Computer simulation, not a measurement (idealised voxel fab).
The process module presented herein is designated voxel self aligned vias.
Square cell edge 5 nm, section width 170 nm, ID cut.
Cross-section format: a grid of square cells, given as bands from top to bottom; each band is one or more rows of cells. Each band's line starts with the height of the band's top and of its bottom, in nm. Then come its materials from left to right, each with its width in nm. One material with "everywhere" fills the band from edge to edge. "air" is empty space. We count height from 0. Below that, the starting wafer is all one material. The lowest band never ends at the bottom but goes on down; see "0..down" for how that is written. Think of "30..40" as a width that walks from the first number to the second as you go down the band, top row to bottom row, taking equal-sized steps from row to row. What does "changes: none" mean for a step? It means no cell of the cross-section changed in that step. Voids not open to the top, 8 cells minimum: see "Fully sealed voids". Written width x height at distance; distance is from the left edge; nm. Formally, on a step line, whatever follows the settings is a remark that the simulator itself makes on the step. Among the settings permitted on a step's line is "overlay nm"; applied to a step with a mask, it specifies the extent to which the mask lay to the right of its planned position, whereas a negative figure signifies a position to the left.

The planned process steps are enumerated hereunder
| 1 | RECEIVE, material Si |
| 2 | CONFORMAL_DEP, material SiO2, thk nm 15 |
| 3 | CONFORMAL_DEP, material SiCN, thk nm 5 |
| 4 | DIRECTIONAL_DEP, material lowk, thk nm 20 |
| 5 | PATTERN, tone open, mask id LINES, material resist, width nm 20, pitch nm 50, thk nm 20, overlay nm 0 |
| 6 | DIRECTIONAL_ETCH, etch materials lowk, depth nm 20 |
| 7 | STRIP, etch materials resist |
| 8 | CONFORMAL_DEP, material TiN, thk nm 5 |
| 9 | FILL_DEP, material Ru, thk nm 5 |
| 10 | CMP, height nm 40 |
| 11 | SELECTIVE_ETCH, etch materials W Ru TiN, depth nm 5 |
| 12 | FILL_DEP, material SiN, thk nm 10 |
| 13 | CMP, height nm 40 |
| 14 | DIRECTIONAL_DEP, material lowk, thk nm 15 |
| 15 | MASKED_ETCH, tone open, mask id VIAS, width nm 30, etch materials lowk, depth nm 15, overlay nm 0 |
| 16 | MASKED_ETCH, tone open, mask id VIAS, width nm 30, etch materials SiN, depth nm 5, overlay nm 0 |
| 17 | CONFORMAL_DEP, material TiN, thk nm 5 |
| 18 | FILL_DEP, material Ru, thk nm 10 |
| 19 | CMP, height nm 55 |
| 20 | CONFORMAL_DEP, material SiN, thk nm 5 |

Incoming wafer, cross-sectional view, post step 1
    0..down  Si everywhere
    Fully sealed voids: none

Looking at the first of two wafers in cross-section at end of module - ran to plan
    60..55  SiN everywhere
    55..45  lowk=45 / TiN=5 / Ru=20 / TiN=5 / lowk=95
    45..40  lowk=45 / TiN=10 / Ru=10 / TiN=10 / lowk=95
    40..35  lowk=50 / TiN=20 / lowk=30 / SiN=20 / lowk=50
    35..25  lowk=50 / TiN=5 / Ru=10 / TiN=5 / lowk=30 / TiN=5 / Ru=10 / TiN=5 / lowk=50
    25..20  lowk=50 / TiN=20 / lowk=30 / TiN=20 / lowk=50
    20..15  SiCN everywhere
    15..0  SiO2 everywhere
    0..down  Si everywhere
    Fully sealed voids: none

Now the second wafer, cross-sectioned at the end of the module. Nothing different at the start, nothing different in the plan compared with the first, just one mistake when it was actually run
    60..55  SiN everywhere
    55..45  lowk=45 / TiN=5 / Ru=20 / TiN=5 / lowk=95
    45..40  lowk=45 / TiN=15 / Ru=5 / TiN=10 / lowk=95
    40..35  lowk=50 / SiN=5 / TiN=15 / lowk=30 / SiN=20 / lowk=50
    35..25  lowk=50 / TiN=5 / Ru=10 / TiN=5 / lowk=30 / TiN=5 / Ru=10 / TiN=5 / lowk=50
    25..20  lowk=50 / TiN=20 / lowk=30 / TiN=20 / lowk=50
    20..15  SiCN everywhere
    15..0  SiO2 everywhere
    0..down  Si everywhere
    Fully sealed voids: none
What went wrong in running the wafer? step 16 changed vs plan, executed as MASKED_ETCH, tone open, mask id VIAS, width nm 30, etch materials SiN, depth nm 5, overlay nm 10
FYI, end of process, the second wafer has more or fewer cells of some materials than the first: Ru -1, SiN +1
